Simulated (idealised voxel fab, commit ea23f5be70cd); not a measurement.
process module | voxel trench capacitor
Square cells of 5 nm make up the cross-section cut, whose width is 260 nm.
Format of a cross-section: grid, square cells. Given as bands. Order: top down. Band: one or more rows of cells.
First you get the band's top height and its bottom height, in nm, and then the materials it's made of, left to right, with each width in nm. If you see a single material with "throughout", that one covers the band edge to edge. "blank" is empty space.
A quick word on heights: they are counted from 0, and under that level the wafer as it came to us is one material throughout. The lowest band is different from the rest in having no bottom; it simply continues downward, written as in "z 0 and below".
When a width is written as two numbers, as in "30..40", the first number is the width in the top row of cells of the band and the second is the width in its bottom row, and the width changes by the same amount from each row to the next.
You'll sometimes find "nothing altered" written for a step, and that's the way of saying that nowhere in the cross-section did a cell change during that step.
Entry "Closed cavities". Content: empty spaces with no open connection to the top, size 8 cells or greater. Each: width x height at distance. Distance: from left edge. Unit: nm.
Where a step's line continues beyond its settings, the continuation is a remark by the simulator itself on that step.
overlay nm: mask right of planned place by this much (step with mask). Neg. = left.

### Listed below are the process steps as planned
1,RECEIVE, material Si
2,CONFORMAL_DEP, material SiN, thk nm 10
3,DIRECTIONAL_DEP, material aC, thk nm 15
4,PATTERN, tone open, mask id TRENCH, material resist, width nm 20, pitch nm 60, thk nm 35, overlay nm 0
5,DIRECTIONAL_ETCH, etch materials aC, depth nm 15
6,STRIP, etch materials resist
7,DIRECTIONAL_ETCH, etch materials SiN, depth nm 10
8,DIRECTIONAL_ETCH, etch materials Si, depth nm 40
9,STRIP, etch materials aC
10,CONFORMAL_DEP, material HfO2, thk nm 5
11,CONFORMAL_DEP, material TiN, thk nm 5
12,FILL_DEP, material W, thk nm 10
13,CMP, height nm 10
Heads up: all these wafers start the same, and what changes between them is the width nm in step 4. The value you see in the plan is just what the first wafer got.

### Cross-section of the first of several received wafers, showing its state after step 1
- z 0 and below = Si throughout
- Closed cavities: none

### Per-wafer rows below. For each material: cells gained (+) or lost (-) since the wafer was received, as of end of module. Then: closed voids
width nm 20, +88 HfO2, -128 Si, +72 SiN, +72 TiN, Closed cavities: none
width nm 25, +92 HfO2, -160 Si, +64 SiN, +76 TiN, +32 W, Closed cavities: none
width nm 30, +96 HfO2, -192 Si, +56 SiN, +80 TiN, +64 W, Closed cavities: none
width nm 35, +100 HfO2, -224 Si, +48 SiN, +84 TiN, +96 W, Closed cavities: none
width nm 40, +104 HfO2, -256 Si, +40 SiN, +88 TiN, +128 W, Closed cavities: none
width nm 45, +108 HfO2, -288 Si, +32 SiN, +92 TiN, +160 W, Closed cavities: none
